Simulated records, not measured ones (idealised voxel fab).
Process module, titled voxel transistor to metal
Shown is cross-section cut, with a width of 205 nm and square cells of size 5 nm.
For the purposes of this document, a cross-section shall be understood as a grid of square cells, specified as bands listed in top-to-bottom order, each band consisting of one or more rows of cells. A band entry consists of two parts. The first gives the height of the band's top and the height of its bottom, in nm. The rest lists the band's materials from left to right, each with its width in nm. A single material labelled with the word "edge to edge" fills the band from edge to edge, and the word "empty" marks empty space. Where do heights start? At 0: under that level the wafer as delivered is made of one material only. And the lowest band has no floor; it just carries on downward, as in "top 0, no bottom". You'd read "30 to 40" like this: the band's top row of cells is as wide as the first number, its bottom row is as wide as the second, and going down, every row changes width by the same amount as the row before did. "nothing changed" after a step means that no cell of the cross-section changed. Enclosed voids (no open way to top), threshold 8 cells or more, entry "Sealed internal cavities", notation width x height at distance, distance from left edge, nm. Read whatever lies past the settings on a step's line as the simulator's own remark about the step. overlay nm: for a step with a mask, the amount by which the mask lay right of where it was planned; a negative amount means left of it.

### List of planned process steps
1) op RECEIVE | material Si
2) op OXIDIZE | depth nm 5
3) op CONFORMAL_DEP | material SiN | thk nm 15
4) op DIRECTIONAL_DEP | material aC | thk nm 10
5) op PATTERN | tone cover | mask id ACTIVE | material resist | width nm 105 | thk nm 30 | overlay nm 0
6) op DIRECTIONAL_ETCH | etch materials aC | depth nm 10
7) op STRIP | etch materials resist
8) op DIRECTIONAL_ETCH | etch materials SiN | depth nm 15
9) op DIRECTIONAL_ETCH | etch materials SiO2 | depth nm 5
10) op DIRECTIONAL_ETCH | etch materials Si | depth nm 35
11) op STRIP | etch materials aC
12) op FILL_DEP | material SiO2 | thk nm 15
13) op CMP | height nm 15
14) op SELECTIVE_ETCH | etch materials SiO2 | depth nm 5
15) op STRIP | etch materials SiN
16) op SELECTIVE_ETCH | etch materials SiO2 | depth nm 5
17) op OXIDIZE | depth nm 5
18) op DIRECTIONAL_DEP | material polySi | thk nm 25
19) op DIRECTIONAL_DEP | material SiCN | thk nm 15
20) op MASKED_ETCH | tone cover | mask id GATE | width nm 25 | etch materials SiCN | depth nm 25 | overlay nm 0
21) op MASKED_ETCH | tone cover | mask id GATE | width nm 25 | etch materials polySi | depth nm 35 | overlay nm 0
22) op CONFORMAL_DEP | material SiN | thk nm 5
23) op DIRECTIONAL_ETCH | etch materials SiN | depth nm 5
24) op DIRECTIONAL_ETCH | etch materials SiO2 | depth nm 5
25) op EPI | material SiGe | thk nm 5
26) op FILL_DEP | material SiO2 | thk nm 5
27) op CMP | height nm 35
28) op DIRECTIONAL_DEP | material SiO2 | thk nm 10
29) op MASKED_ETCH | tone open | mask id CONTACT | width nm 30 | pitch nm 65 | etch materials SiO2 | depth nm 50 | overlay nm 0
30) op CONFORMAL_DEP | material TiN | thk nm 5
31) op FILL_DEP | material W | thk nm 5
32) op CMP | height nm 45
33) op DIRECTIONAL_DEP | material TiN | thk nm 5
34) op DIRECTIONAL_DEP | material W | thk nm 25
35) op MASKED_ETCH | tone cover | mask id METAL_1 | width nm 15 | pitch nm 80 | etch materials W | depth nm 25 | overlay nm 0
36) op MASKED_ETCH | tone cover | mask id METAL_1 | width nm 15 | pitch nm 80 | etch materials TiN | depth nm 5 | overlay nm 0
37) op FILL_DEP | material lowk | thk nm 5
38) op CMP | height nm 75
39) op CONFORMAL_DEP | material SiCN | thk nm 5
40) op DIRECTIONAL_DEP | material lowk | thk nm 25
41) op DIRECTIONAL_DEP | material aC | thk nm 15
42) op PATTERN | tone open | mask id METAL_2 | material resist | width nm 15 | pitch nm 80 | thk nm 30 | overlay nm 0
43) op DIRECTIONAL_ETCH | etch materials aC | depth nm 15
44) op STRIP | etch materials resist
45) op DIRECTIONAL_ETCH | etch materials lowk | depth nm 15
46) op STRIP | etch materials aC
47) op DIRECTIONAL_DEP | material aC | thk nm 10
48) op PATTERN | tone open | mask id METAL_2_HOLES | material resist | width nm 15 | pitch nm 80 | thk nm 30 | overlay nm 0
49) op DIRECTIONAL_ETCH | etch materials aC | depth nm 10
50) op STRIP | etch materials resist
51) op DIRECTIONAL_ETCH | etch materials lowk | depth nm 10
52) op DIRECTIONAL_ETCH | etch materials SiCN | depth nm 5
53) op STRIP | etch materials aC
54) op CONFORMAL_DEP | material TiN | thk nm 5
55) op FILL_DEP | material Cu | thk nm 5
56) op CMP | height nm 105
57) op CONFORMAL_DEP | material SiCN | thk nm 5
What sets these wafers apart? The thk nm at step 57. They all start alike, and the plan carries the first wafer's value.

### This is how the first of several wafers looked in cross-section when it arrived, which is after step 1
  top 0, no bottom  Si edge to edge
  Sealed internal cavities: none

### Below: a row per wafer. Contents at end of module: for every material, cells gained since receipt (+) or lost since receipt (-); then closed voids
thk nm 5, +10 Cu, -202 Si, +91 SiCN, +14 SiGe, +20 SiN, +377 SiO2, +80 TiN, +102 W, +385 lowk, +25 polySi, Sealed internal cavities: none
thk nm 10, +10 Cu, -202 Si, +132 SiCN, +14 SiGe, +20 SiN, +377 SiO2, +80 TiN, +102 W, +385 lowk, +25 polySi, Sealed internal cavities: none
thk nm 15, +10 Cu, -202 Si, +173 SiCN, +14 SiGe, +20 SiN, +377 SiO2, +80 TiN, +102 W, +385 lowk, +25 polySi, Sealed internal cavities: none
thk nm 20, +10 Cu, -202 Si, +214 SiCN, +14 SiGe, +20 SiN, +377 SiO2, +80 TiN, +102 W, +385 lowk, +25 polySi, Sealed internal cavities: none
